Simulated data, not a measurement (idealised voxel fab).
This section sets out a process module, namely voxel fin reveal.
Each square cell in cross-section cut measures 5 nm, and the section as a whole is 290 nm wide.
When this document writes out a cross-section, it uses a grid of square cells and lists it as bands, beginning at the top and moving down, with a band standing for one or more rows of cells.
Heights first: top, then bottom, in nm. Then materials, left to right, each with a width in nm. "edge to edge" on a single material: fills the band edge to edge. "empty": empty space.
Note: height 0 marks the level under which the wafer is uniformly one material as received. Lowest band unbounded below, written "0..down".
Read "30->40" as a graded width: first number on top, second number at the bottom, same change between each pair of neighbouring rows.
A step reported as "same as before" is a step in which no cell of the cross-section changed.
Empty spaces counting at least 8 cells and having no open way to the top are listed in "Enclosed voids". The notation width x height at distance is used for each, the distance being from the left edge and all three values in nm.
Where a step's line continues beyond its settings, the continuation is a remark by the simulator itself on that step.
"overlay nm" on a masked step: distance the mask lay right of its planned place, negative for left.
## The following list gives the planned process steps
1) RECEIVE: material Si
2) CONFORMAL_DEP: material SiN, thk nm 10
3) DIRECTIONAL_DEP: material aC, thk nm 15
4) PATTERN: tone cover, mask id FINS, material resist, width nm 15, pitch nm 35, thk nm 30, overlay nm -15
5) DIRECTIONAL_ETCH: etch materials aC, depth nm 15
6) STRIP: etch materials resist
7) DIRECTIONAL_ETCH: etch materials SiN, depth nm 10
8) DIRECTIONAL_ETCH: etch materials Si, depth nm 35
9) STRIP: etch materials aC
10) OXIDIZE: depth nm 5
11) FILL_DEP: material SiO2, thk nm 5
12) CMP: height nm 10
13) SELECTIVE_ETCH: etch materials SiO2, depth nm 35
14) STRIP: etch materials SiN
15) CONFORMAL_DEP: material SiO2, thk nm 5
Same starting wafers, different overlay nm at step 4. Plan value belongs to the first wafer.
## First wafer of several, as received: cross-section after step 1
- 0..down  Si edge to edge
- Enclosed voids: none
## The cross-section of the first of several wafers is given below for the end of the module, after its final step, step 15
- 5..0  empty=70  SiO2=15  empty=20  SiO2=15  empty=20  SiO2=15  empty=20  SiO2=15  empty=100
- 0..-20  empty=70  SiO2=5  Si=5  SiO2=5  empty=20  SiO2=5  Si=5  SiO2=5  empty=20  SiO2=5  Si=5  SiO2=5  empty=20  SiO2=5  Si=5  SiO2=5  empty=100
- -20..-40  SiO2=75  Si=5  SiO2=30  Si=5  SiO2=30  Si=5  SiO2=30  Si=5  SiO2=105
- -40..down  Si edge to edge
- Enclosed voids: none
## Cross-sectional view, end of module, last wafer of several
- 5..0  empty=100  SiO2=15  empty=20  SiO2=15  empty=20  SiO2=15  empty=20  SiO2=15  empty=70
- 0..-20  empty=100  SiO2=5  Si=5  SiO2=5  empty=20  SiO2=5  Si=5  SiO2=5  empty=20  SiO2=5  Si=5  SiO2=5  empty=20  SiO2=5  Si=5  SiO2=5  empty=70
- -20..-40  SiO2=105  Si=5  SiO2=30  Si=5  SiO2=30  Si=5  SiO2=30  Si=5  SiO2=75
- -40..down  Si edge to edge
- Enclosed voids: none
## Every row in this table is a wafer at the end of the module, and it gives, for each of the materials, the cells that wafer has gained (+) or lost (-) since it was received, then its closed voids
overlay nm -15; -432 Si; +260 SiO2; Enclosed voids: none
overlay nm -10; -432 Si; +260 SiO2; Enclosed voids: none
overlay nm -5; -432 Si; +260 SiO2; Enclosed voids: none
overlay nm 0; -432 Si; +260 SiO2; Enclosed voids: none
overlay nm 5; -432 Si; +260 SiO2; Enclosed voids: none
overlay nm 10; -432 Si; +260 SiO2; Enclosed voids: none
overlay nm 15; -432 Si; +260 SiO2; Enclosed voids: none
